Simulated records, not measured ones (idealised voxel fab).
This section sets out a process module, namely voxel gate over fins.
195 nm wide, 5 nm square cells: that's cross-section cut.
In what follows, cross-sections appear as grids of square cells, described through bands that run from the top down, where every band is one or more rows of cells.
Read a band's entry like this: the first values are the height of its top and the height of its bottom in nm, and what follows is the sequence of materials from left to right, each with its width in nm. Note that "air" is empty space, and that a single material marked "all across" reaches across the band from edge to edge.
Zero point of the height axis is 0; under it, received wafer = one material. Lowest band: continues down indefinitely, "0..down".
So if you see something like "30..40" for the width, read it as the top row of the band sitting at the first number and the bottom row at the second, with every row in between moving by the same amount as the last.
The cross-section has no changed cell in any step marked "identical to before".
Entry "Enclosed void listing" = empty spaces >= 8 cells with no open way to the top; each as width x height at distance, distance from left edge, all nm.
Text after the settings on a step's line: the simulator's own remark on that step.
"overlay nm" on a masked step: distance the mask lay right of its planned place, negative for left.

## Process steps foreseen in the plan
1: RECEIVE [material Si]
2: CONFORMAL_DEP [material SiN] [thk nm 5]
3: PATTERN [tone cover] [mask id FINS] [material resist] [width nm 15] [pitch nm 45] [thk nm 20] [overlay nm 0]
4: DIRECTIONAL_ETCH [etch materials SiN] [depth nm 5]
5: DIRECTIONAL_ETCH [etch materials Si] [depth nm 30]
6: STRIP [etch materials resist]
7: OXIDIZE [depth nm 5]
8: FILL_DEP [material SiO2] [thk nm 5]
9: CMP [height nm 5]
10: SELECTIVE_ETCH [etch materials SiO2] [depth nm 20]
11: STRIP [etch materials SiN]
12: CONFORMAL_DEP [material HfO2] [thk nm 5]
13: CONFORMAL_DEP [material TiN] [thk nm 5]
14: FILL_DEP [material W] [thk nm 10]
15: CMP [height nm 15]
16: CONFORMAL_DEP [material SiN] [thk nm 10]

## Wafer, first of two, run as planned

## Cross-section of the incoming wafer, state after step 1
  0..down  Si all across
  Enclosed void listing: none

## How the wafer stands in section after step 2
  5..0  SiN all across
  Below a height of 0, the structure has not been altered.

## How the wafer stands in section after step 3
  25..5  20 air | 15 resist | 30 air | 15 resist | 30 air | 15 resist | 30 air | 15 resist | 25 air
  Below a height of 5, the structure has not been altered.

## How the wafer stands in section after step 4
  25..5  20 air | 15 resist | 30 air | 15 resist | 30 air | 15 resist | 30 air | 15 resist | 25 air
  5..0  20 air | 15 SiN | 30 air | 15 SiN | 30 air | 15 SiN | 30 air | 15 SiN | 25 air
  Below a height of 0, the structure has not been altered.

## How the wafer stands in section after step 5
  25..5  20 air | 15 resist | 30 air | 15 resist | 30 air | 15 resist | 30 air | 15 resist | 25 air
  5..0  20 air | 15 SiN | 30 air | 15 SiN | 30 air | 15 SiN | 30 air | 15 SiN | 25 air
  0..-30  20 air | 15 Si | 30 air | 15 Si | 30 air | 15 Si | 30 air | 15 Si | 25 air
  Below a height of -30, the structure has not been altered.

## How the wafer stands in section after step 6
  5..0  20 air | 15 SiN | 30 air | 15 SiN | 30 air | 15 SiN | 30 air | 15 SiN | 25 air
  Below a height of 0, the structure has not been altered.

## How the wafer stands in section after step 7
  5..0  20 air | 15 SiN | 30 air | 15 SiN | 30 air | 15 SiN | 30 air | 15 SiN | 25 air
  0..-30  20 air | 5 SiO2 | 5 Si | 5 SiO2 | 30 air | 5 SiO2 | 5 Si | 5 SiO2 | 30 air | 5 SiO2 | 5 Si | 5 SiO2 | 30 air | 5 SiO2 | 5 Si | 5 SiO2 | 25 air
  -30..-35  25 SiO2 | 5 Si | 40 SiO2 | 5 Si | 40 SiO2 | 5 Si | 40 SiO2 | 5 Si | 30 SiO2
  Below a height of -35, the structure has not been altered.

## How the wafer stands in section after step 8
  10..5  SiO2 all across
  5..0  20 SiO2 | 15 SiN | 30 SiO2 | 15 SiN | 30 SiO2 | 15 SiN | 30 SiO2 | 15 SiN | 25 SiO2
  0..-35  25 SiO2 | 5 Si | 40 SiO2 | 5 Si | 40 SiO2 | 5 Si | 40 SiO2 | 5 Si | 30 SiO2
  Below a height of -35, the structure has not been altered.

## How the wafer stands in section after step 9
  5..0  20 SiO2 | 15 SiN | 30 SiO2 | 15 SiN | 30 SiO2 | 15 SiN | 30 SiO2 | 15 SiN | 25 SiO2
  Below a height of 0, the structure has not been altered.

## How the wafer stands in section after step 10
  5..0  20 air | 15 SiN | 30 air | 15 SiN | 30 air | 15 SiN | 30 air | 15 SiN | 25 air
  0..-15  25 air | 5 Si | 40 air | 5 Si | 40 air | 5 Si | 40 air | 5 Si | 30 air
  Below a height of -15, the structure has not been altered.

## How the wafer stands in section after step 11
  0..-15  25 air | 5 Si | 40 air | 5 Si | 40 air | 5 Si | 40 air | 5 Si | 30 air
  Below a height of -15, the structure has not been altered.

## How the wafer stands in section after step 12
  5..0  20 air | 15 HfO2 | 30 air | 15 HfO2 | 30 air | 15 HfO2 | 30 air | 15 HfO2 | 25 air
  0..-10  20 air | 5 HfO2 | 5 Si | 5 HfO2 | 30 air | 5 HfO2 | 5 Si | 5 HfO2 | 30 air | 5 HfO2 | 5 Si | 5 HfO2 | 30 air | 5 HfO2 | 5 Si | 5 HfO2 | 25 air
  -10..-15  25 HfO2 | 5 Si | 40 HfO2 | 5 Si | 40 HfO2 | 5 Si | 40 HfO2 | 5 Si | 30 HfO2
  Below a height of -15, the structure has not been altered.

## How the wafer stands in section after step 13
  10..5  15 air | 25 TiN | 20 air | 25 TiN | 20 air | 25 TiN | 20 air | 25 TiN | 20 air
  5..0  15 air | 5 TiN | 15 HfO2 | 5 TiN | 20 air | 5 TiN | 15 HfO2 | 5 TiN | 20 air | 5 TiN | 15 HfO2 | 5 TiN | 20 air | 5 TiN | 15 HfO2 | 5 TiN | 20 air
  0..-5  15 air | 5 TiN | 5 HfO2 | 5 Si | 5 HfO2 | 5 TiN | 20 air | 5 TiN | 5 HfO2 | 5 Si | 5 HfO2 | 5 TiN | 20 air | 5 TiN | 5 HfO2 | 5 Si | 5 HfO2 | 5 TiN | 20 air | 5 TiN | 5 HfO2 | 5 Si | 5 HfO2 | 5 TiN | 20 air
  -5..-10  20 TiN | 5 HfO2 | 5 Si | 5 HfO2 | 30 TiN | 5 HfO2 | 5 Si | 5 HfO2 | 30 TiN | 5 HfO2 | 5 Si | 5 HfO2 | 30 TiN | 5 HfO2 | 5 Si | 5 HfO2 | 25 TiN
  Below a height of -10, the structure has not been altered.

## How the wafer stands in section after step 14
  20..10  W all across
  10..5  15 W | 25 TiN | 20 W | 25 TiN | 20 W | 25 TiN | 20 W | 25 TiN | 20 W
  5..0  15 W | 5 TiN | 15 HfO2 | 5 TiN | 20 W | 5 TiN | 15 HfO2 | 5 TiN | 20 W | 5 TiN | 15 HfO2 | 5 TiN | 20 W | 5 TiN | 15 HfO2 | 5 TiN | 20 W
  0..-5  15 W | 5 TiN | 5 HfO2 | 5 Si | 5 HfO2 | 5 TiN | 20 W | 5 TiN | 5 HfO2 | 5 Si | 5 HfO2 | 5 TiN | 20 W | 5 TiN | 5 HfO2 | 5 Si | 5 HfO2 | 5 TiN | 20 W | 5 TiN | 5 HfO2 | 5 Si | 5 HfO2 | 5 TiN | 20 W
  Below a height of -5, the structure has not been altered.

## How the wafer stands in section after step 15
  15..10  W all across
  Below a height of 10, the structure has not been altered.

## How the wafer stands in section after step 16
  25..15  SiN all across
  Below a height of 15, the structure has not been altered.

## The remaining wafer, second of the two, started like the first and was run to the same plan, except that one mistake was made along the way; the two coincide through step 9, inclusive

## Cross-section of the second wafer at the time by which step 10 should have been completed according to the plan
  5..0  20 air | 15 SiN | 30 air | 15 SiN | 30 air | 15 SiN | 30 air | 15 SiN | 25 air
  0..-35  25 air | 5 Si | 40 air | 5 Si | 40 air | 5 Si | 40 air | 5 Si | 30 air
  Below a height of -35, the structure has not been altered.

## Cross-section of the second wafer at the time by which step 11 should have been completed according to the plan
  0..-35  25 air | 5 Si | 40 air | 5 Si | 40 air | 5 Si | 40 air | 5 Si | 30 air
  Below a height of -35, the structure has not been altered.

## Cross-section of the second wafer at the time by which step 12 should have been completed according to the plan
  5..0  20 air | 15 HfO2 | 30 air | 15 HfO2 | 30 air | 15 HfO2 | 30 air | 15 HfO2 | 25 air
  0..-30  20 air | 5 HfO2 | 5 Si | 5 HfO2 | 30 air | 5 HfO2 | 5 Si | 5 HfO2 | 30 air | 5 HfO2 | 5 Si | 5 HfO2 | 30 air | 5 HfO2 | 5 Si | 5 HfO2 | 25 air
  -30..-35  25 HfO2 | 5 Si | 40 HfO2 | 5 Si | 40 HfO2 | 5 Si | 40 HfO2 | 5 Si | 30 HfO2
  Below a height of -35, the structure has not been altered.

## Cross-section of the second wafer at the time by which step 13 should have been completed according to the plan
  10..5  15 air | 25 TiN | 20 air | 25 TiN | 20 air | 25 TiN | 20 air | 25 TiN | 20 air
  5..0  15 air | 5 TiN | 15 HfO2 | 5 TiN | 20 air | 5 TiN | 15 HfO2 | 5 TiN | 20 air | 5 TiN | 15 HfO2 | 5 TiN | 20 air | 5 TiN | 15 HfO2 | 5 TiN | 20 air
  0..-25  15 air | 5 TiN | 5 HfO2 | 5 Si | 5 HfO2 | 5 TiN | 20 air | 5 TiN | 5 HfO2 | 5 Si | 5 HfO2 | 5 TiN | 20 air | 5 TiN | 5 HfO2 | 5 Si | 5 HfO2 | 5 TiN | 20 air | 5 TiN | 5 HfO2 | 5 Si | 5 HfO2 | 5 TiN | 20 air
  -25..-30  20 TiN | 5 HfO2 | 5 Si | 5 HfO2 | 30 TiN | 5 HfO2 | 5 Si | 5 HfO2 | 30 TiN | 5 HfO2 | 5 Si | 5 HfO2 | 30 TiN | 5 HfO2 | 5 Si | 5 HfO2 | 25 TiN
  Below a height of -30, the structure has not been altered.

## Cross-section of the second wafer at the time by which step 14 should have been completed according to the plan
  20..10  W all across
  10..5  15 W | 25 TiN | 20 W | 25 TiN | 20 W | 25 TiN | 20 W | 25 TiN | 20 W
  5..0  15 W | 5 TiN | 15 HfO2 | 5 TiN | 20 W | 5 TiN | 15 HfO2 | 5 TiN | 20 W | 5 TiN | 15 HfO2 | 5 TiN | 20 W | 5 TiN | 15 HfO2 | 5 TiN | 20 W
  0..-25  15 W | 5 TiN | 5 HfO2 | 5 Si | 5 HfO2 | 5 TiN | 20 W | 5 TiN | 5 HfO2 | 5 Si | 5 HfO2 | 5 TiN | 20 W | 5 TiN | 5 HfO2 | 5 Si | 5 HfO2 | 5 TiN | 20 W | 5 TiN | 5 HfO2 | 5 Si | 5 HfO2 | 5 TiN | 20 W
  Below a height of -25, the structure has not been altered.

## Cross-section of the second wafer at the time by which step 15 should have been completed according to the plan
  15..10  W all across
  Below a height of 10, the structure has not been altered.

## Cross-section of the second wafer at the time by which step 16 should have been completed according to the plan
  25..15  SiN all across
  Below a height of 15, the structure has not been altered.
Where did the run depart from the plan? step 10 of the plan was executed twice over
Cell-count delta at end, second wafer over first, by material: 32 more of HfO2, 140 fewer of SiO2, 32 more of TiN, 76 more of W
